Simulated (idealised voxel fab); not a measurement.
The process module that follows is named voxel fin reveal.
Section shown: cut. Width: 165 nm. Cell size: 5 nm, square.
Square cells in a grid make up a cross-section in this document, and the grid is given as bands, listed from the top down, each one or more rows of cells. Read a band's entry like this: the first values are the height of its top and the height of its bottom in nm, and what follows is the sequence of materials from left to right, each with its width in nm. Note that "empty" is empty space, and that a single material marked "everywhere" reaches across the band from edge to edge. Zero point of the height axis is 0; under it, received wafer = one material. Lowest band: continues down indefinitely, "top 0, no bottom". Width spec "30->40" -> top row of cells at first value, bottom row at second value, equal per-row change in between. Key: "remained unchanged" - step with no changed cell in the cross-section. In "Sealed void list" the enclosed voids are listed, meaning empty spaces of 8 cells or larger without any opening to the top. The form is width x height at distance, distance from the left edge, units nm. Whatever follows a step's settings on its line is a remark the simulator itself makes about that step. The setting "overlay nm" may be written on the line of a step. When the step uses a mask, the value reports how far to the right of the planned place the mask lay, and a negative value reports that it lay to the left.

Steps planned for the process:
1 op RECEIVE | material Si
2 op CONFORMAL_DEP | material SiN | thk nm 5
3 op MASKED_ETCH | tone cover | mask id FINS | width nm 15 | pitch nm 40 | etch materials SiN | depth nm 5 | overlay nm 0
4 op MASKED_ETCH | tone cover | mask id FINS | width nm 15 | pitch nm 40 | etch materials Si | depth nm 40 | overlay nm 0
5 op OXIDIZE | depth nm 5
6 op FILL_DEP | material SiO2 | thk nm 10
7 op CMP | height nm 5
8 op SELECTIVE_ETCH | etch materials SiO2 | depth nm 25
9 op STRIP | etch materials SiN
10 op CONFORMAL_DEP | material SiO2 | thk nm 5

Here's what the wafer looked like in cross-section when it arrived - that's after step 1:
  top 0, no bottom: Si everywhere
  Sealed void list: none

Figure: cross-sectional view of the wafer upon completion of the module, processed from the initial state and according to the plan depicted above, with one error introduced during execution:
  top 5, bottom 0: empty (55)  SiO2 (15)  empty (25)  SiO2 (15)  empty (55)
  top 0, bottom -15: empty (55)  SiO2 (5)  Si (5)  SiO2 (5)  empty (25)  SiO2 (5)  Si (5)  SiO2 (5)  empty (55)
  top -15, bottom -20: SiO2 (35)  empty (20)  SiO2 (5)  Si (5)  SiO2 (5)  empty (25)  SiO2 (5)  Si (5)  SiO2 (5)  empty (20)  SiO2 (35)
  top -20, bottom -45: SiO2 (60)  Si (5)  SiO2 (35)  Si (5)  SiO2 (60)
  top -45, no bottom: Si everywhere
  Sealed void list: none
What was done differently from what was planned? the processing plan was not followed for steps 8 and 9, which were run with their positions exchanged
